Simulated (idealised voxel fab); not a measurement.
process module | voxel ribs on slabs
cross-section cut | 175 nm wide | cells 5 nm
A cross-section is a grid of square cells, given in bands from the top down. A band is one or more rows of cells.
Each band's line starts with the height of the band's top and of its bottom, in nm. Then come its materials from left to right, each with its width in nm. One material with "throughout" fills the band from edge to edge. "air" is empty space.
Height 0 is the level under which the wafer as received is all one material. The lowest band goes on downwards, as in "0 down".
A width such as "30 to 40" changes by the same amount from each row of cells to the next, from the band's top row to its bottom row.
"no change" after a step means that no cell of the cross-section changed.
closed voids: empty space of 8 cells or more with no open way to the top, each as width x height at its distance from the left edge, in nm
after a step's settings: what the simulator itself notes on the step
overlay nm, on a step with a mask: how far to the right of its planned place the mask lay; to the left if negative
plan
1 op RECEIVE | material Si
2 op DIRECTIONAL_DEP | material SiO2 | thk nm 30
3 op DIRECTIONAL_DEP | material SiN | thk nm 20
4 op PATTERN | tone cover | mask id RIB | material resist | width nm 25 | thk nm 20 | overlay nm 0
5 op DIRECTIONAL_ETCH | etch materials SiN | depth nm 10
6 op STRIP | etch materials resist
7 op PATTERN | tone cover | mask id SLAB | material resist | width nm 65 | thk nm 15 | overlay nm 0
8 op DIRECTIONAL_ETCH | etch materials SiN | depth nm 10
9 op STRIP | etch materials resist
10 op FILL_DEP | material SiO2 | thk nm 20
11 op CMP | height nm 65
12 op DIRECTIONAL_DEP | material W | thk nm 10
13 op MASKED_ETCH | tone cover | mask id HEATER | width nm 35 | etch materials W | depth nm 10 | overlay nm 0
14 op CONFORMAL_DEP | material SiN | thk nm 5
as received, after step 1
  0 down: Si throughout
  closed voids: none
a wafer at the end: this start, this plan, one mistake
  80 to 75: air 65 | SiN 45 | air 65
  75 to 70: air 65 | SiN 5 | W 35 | SiN 5 | air 65
  70 to 65: SiN 70 | W 35 | SiN 70
  65 to 50: SiO2 throughout
  50 to 40: SiO2 75 | SiN 25 | SiO2 75
  40 to 30: SiO2 55 | SiN 65 | SiO2 55
  30 to 0: W throughout
  0 down: Si throughout
  closed voids: none
what went wrong: step 2 ran as: op DIRECTIONAL_DEP | material W | thk nm 30
